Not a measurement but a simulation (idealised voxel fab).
process module | voxel air gaps
cross-section cut | 165 nm wide | cells 5 nm
A cross-section is a grid of square cells, given in bands from the top down. A band is one or more rows of cells.
Each band's line starts with the height of the band's top and of its bottom, in nm. Then come its materials from left to right, each with its width in nm. One material with "throughout" fills the band from edge to edge. "air" is empty space.
Height 0 is the level under which the wafer as received is all one material. The lowest band goes on downwards, as in "0 down".
A width such as "30 to 40" changes by the same amount from each row of cells to the next, from the band's top row to its bottom row.
"no change" after a step means that no cell of the cross-section changed.
closed voids: empty space of 8 cells or more with no open way to the top, each as width x height at its distance from the left edge, in nm
after a step's settings: what the simulator itself notes on the step
overlay nm, on a step with a mask: how far to the right of its planned place the mask lay; to the left if negative
plan
1 op RECEIVE | material Si
2 op CONFORMAL_DEP | material SiO2 | thk nm 15
3 op CONFORMAL_DEP | material SiCN | thk nm 5
4 op DIRECTIONAL_DEP | material lowk | thk nm 30
5 op DIRECTIONAL_DEP | material aC | thk nm 10
6 op PATTERN | tone open | mask id LINES | material resist | width nm 20 | pitch nm 45 | thk nm 25 | overlay nm 0
7 op DIRECTIONAL_ETCH | etch materials aC | depth nm 10
8 op STRIP | etch materials resist
9 op DIRECTIONAL_ETCH | etch materials lowk | depth nm 30
10 op STRIP | etch materials aC
11 op CONFORMAL_DEP | material TiN | thk nm 5
12 op FILL_DEP | material Ru | thk nm 5
13 op CMP | height nm 50
14 op EPI | material Ru | thk nm 10
15 op SELECTIVE_ETCH | etch materials lowk | depth nm 40
16 op CONFORMAL_DEP | material SiCN | thk nm 5
first wafer, as planned
as received, after step 1
  0 down: Si throughout
  closed voids: none
after step 2
  15 to 0: SiO2 throughout
  below 0: unchanged
after step 3
  20 to 15: SiCN throughout
  below 15: unchanged
after step 4
  50 to 20: lowk throughout
  below 20: unchanged
after step 5
  60 to 50: aC throughout
  below 50: unchanged
after step 6
  85 to 60: resist 25 | air 20 | resist 25 | air 20 | resist 25 | air 20 | resist 30
  below 60: unchanged
after step 7
  75 to 60: resist 25 | air 20 | resist 25 | air 20 | resist 25 | air 20 | resist 30
  60 to 50: aC 25 | air 20 | aC 25 | air 20 | aC 25 | air 20 | aC 30
  below 50: unchanged
after step 8
  60 to 50: aC 25 | air 20 | aC 25 | air 20 | aC 25 | air 20 | aC 30
  below 50: unchanged
after step 9
  60 to 50: aC 25 | air 20 | aC 25 | air 20 | aC 25 | air 20 | aC 30
  50 to 20: lowk 25 | air 20 | lowk 25 | air 20 | lowk 25 | air 20 | lowk 30
  below 20: unchanged
after step 10
  50 to 20: lowk 25 | air 20 | lowk 25 | air 20 | lowk 25 | air 20 | lowk 30
  below 20: unchanged
after step 11
  55 to 50: TiN 30 | air 10 | TiN 35 | air 10 | TiN 35 | air 10 | TiN 35
  50 to 25: lowk 25 | TiN 5 | air 10 | TiN 5 | lowk 25 | TiN 5 | air 10 | TiN 5 | lowk 25 | TiN 5 | air 10 | TiN 5 | lowk 30
  25 to 20: lowk 25 | TiN 20 | lowk 25 | TiN 20 | lowk 25 | TiN 20 | lowk 30
  below 20: unchanged
after step 12
  60 to 55: Ru throughout
  55 to 50: TiN 30 | Ru 10 | TiN 35 | Ru 10 | TiN 35 | Ru 10 | TiN 35
  50 to 25: lowk 25 | TiN 5 | Ru 10 | TiN 5 | lowk 25 | TiN 5 | Ru 10 | TiN 5 | lowk 25 | TiN 5 | Ru 10 | TiN 5 | lowk 30
  below 25: unchanged
after step 13
  50 to 25: lowk 25 | TiN 5 | Ru 10 | TiN 5 | lowk 25 | TiN 5 | Ru 10 | TiN 5 | lowk 25 | TiN 5 | Ru 10 | TiN 5 | lowk 30
  below 25: unchanged
after step 14
  60 to 50: air 15 | Ru 40 | air 5 | Ru 40 | air 5 | Ru 40 | air 20
  below 50: unchanged
after step 15
  60 to 50: air 15 | Ru 40 | air 5 | Ru 40 | air 5 | Ru 40 | air 20
  50 to 25: air 25 | TiN 5 | Ru 10 | TiN 5 | air 25 | TiN 5 | Ru 10 | TiN 5 | air 25 | TiN 5 | Ru 10 | TiN 5 | air 30
  25 to 20: air 25 | TiN 20 | air 25 | TiN 20 | air 25 | TiN 20 | air 30
  below 20: unchanged
after step 16
  65 to 60: air 10 | SiCN 140 | air 15
  60 to 50: air 10 | SiCN 5 | Ru 40 | SiCN 5 | Ru 40 | SiCN 5 | Ru 40 | SiCN 5 | air 15
  50 to 45: air 10 | SiCN 15 | TiN 5 | Ru 10 | TiN 5 | SiCN 25 | TiN 5 | Ru 10 | TiN 5 | SiCN 25 | TiN 5 | Ru 10 | TiN 5 | SiCN 15 | air 15
  45 to 25: air 20 | SiCN 5 | TiN 5 | Ru 10 | TiN 5 | SiCN 5 | air 15 | SiCN 5 | TiN 5 | Ru 10 | TiN 5 | SiCN 5 | air 15 | SiCN 5 | TiN 5 | Ru 10 | TiN 5 | SiCN 5 | air 25
  25 to 20: SiCN 25 | TiN 20 | SiCN 25 | TiN 20 | SiCN 25 | TiN 20 | SiCN 30
  below 20: unchanged
  closed voids: 15 x 20 at 50; 15 x 20 at 95
second wafer: like start, like plan, one mistake. Through step 5 it matches the first wafer
when step 6 should have ended
  85 to 60: resist 20 | air 30 | resist 15 | air 30 | resist 15 | air 30 | resist 25
  below 60: unchanged
when step 7 should have ended
  75 to 60: resist 20 | air 30 | resist 15 | air 30 | resist 15 | air 30 | resist 25
  60 to 50: aC 20 | air 30 | aC 15 | air 30 | aC 15 | air 30 | aC 25
  below 50: unchanged
when step 8 should have ended
  60 to 50: aC 20 | air 30 | aC 15 | air 30 | aC 15 | air 30 | aC 25
  below 50: unchanged
when step 9 should have ended
  60 to 50: aC 20 | air 30 | aC 15 | air 30 | aC 15 | air 30 | aC 25
  50 to 20: lowk 20 | air 30 | lowk 15 | air 30 | lowk 15 | air 30 | lowk 25
  below 20: unchanged
when step 10 should have ended
  50 to 20: lowk 20 | air 30 | lowk 15 | air 30 | lowk 15 | air 30 | lowk 25
  below 20: unchanged
when step 11 should have ended
  55 to 50: TiN 25 | air 20 | TiN 25 | air 20 | TiN 25 | air 20 | TiN 30
  50 to 25: lowk 20 | TiN 5 | air 20 | TiN 5 | lowk 15 | TiN 5 | air 20 | TiN 5 | lowk 15 | TiN 5 | air 20 | TiN 5 | lowk 25
  25 to 20: lowk 20 | TiN 30 | lowk 15 | TiN 30 | lowk 15 | TiN 30 | lowk 25
  below 20: unchanged
when step 12 should have ended
  60 to 55: Ru throughout
  55 to 50: TiN 25 | Ru 20 | TiN 25 | Ru 20 | TiN 25 | Ru 20 | TiN 30
  50 to 25: lowk 20 | TiN 5 | Ru 20 | TiN 5 | lowk 15 | TiN 5 | Ru 20 | TiN 5 | lowk 15 | TiN 5 | Ru 20 | TiN 5 | lowk 25
  below 25: unchanged
when step 13 should have ended
  50 to 25: lowk 20 | TiN 5 | Ru 20 | TiN 5 | lowk 15 | TiN 5 | Ru 20 | TiN 5 | lowk 15 | TiN 5 | Ru 20 | TiN 5 | lowk 25
  below 25: unchanged
when step 14 should have ended
  60 to 50: air 10 | Ru 140 | air 15
  below 50: unchanged
when step 15 should have ended
  60 to 50: air 10 | Ru 140 | air 15
  50 to 25: air 20 | TiN 5 | Ru 20 | TiN 5 | lowk 15 | TiN 5 | Ru 20 | TiN 5 | lowk 15 | TiN 5 | Ru 20 | TiN 5 | air 25
  25 to 20: air 20 | TiN 30 | lowk 15 | TiN 30 | lowk 15 | TiN 30 | air 25
  below 20: unchanged
when step 16 should have ended
  65 to 60: air 5 | SiCN 150 | air 10
  60 to 50: air 5 | SiCN 5 | Ru 140 | SiCN 5 | air 10
  50 to 45: air 5 | SiCN 15 | TiN 5 | Ru 20 | TiN 5 | lowk 15 | TiN 5 | Ru 20 | TiN 5 | lowk 15 | TiN 5 | Ru 20 | TiN 5 | SiCN 15 | air 10
  45 to 25: air 15 | SiCN 5 | TiN 5 | Ru 20 | TiN 5 | lowk 15 | TiN 5 | Ru 20 | TiN 5 | lowk 15 | TiN 5 | Ru 20 | TiN 5 | SiCN 5 | air 20
  25 to 20: SiCN 20 | TiN 30 | lowk 15 | TiN 30 | lowk 15 | TiN 30 | SiCN 25
  below 20: unchanged
what went wrong: step 6 ran as: op PATTERN | tone open | mask id LINES | material resist | width nm 30 | pitch nm 45 | thk nm 25 | overlay nm 0
at the end the second wafer has, in cells: 38 more of Ru | 40 fewer of SiCN | 6 more of TiN | 36 more of lowk
closed voids at the end (first wafer, second wafer): 2, 0
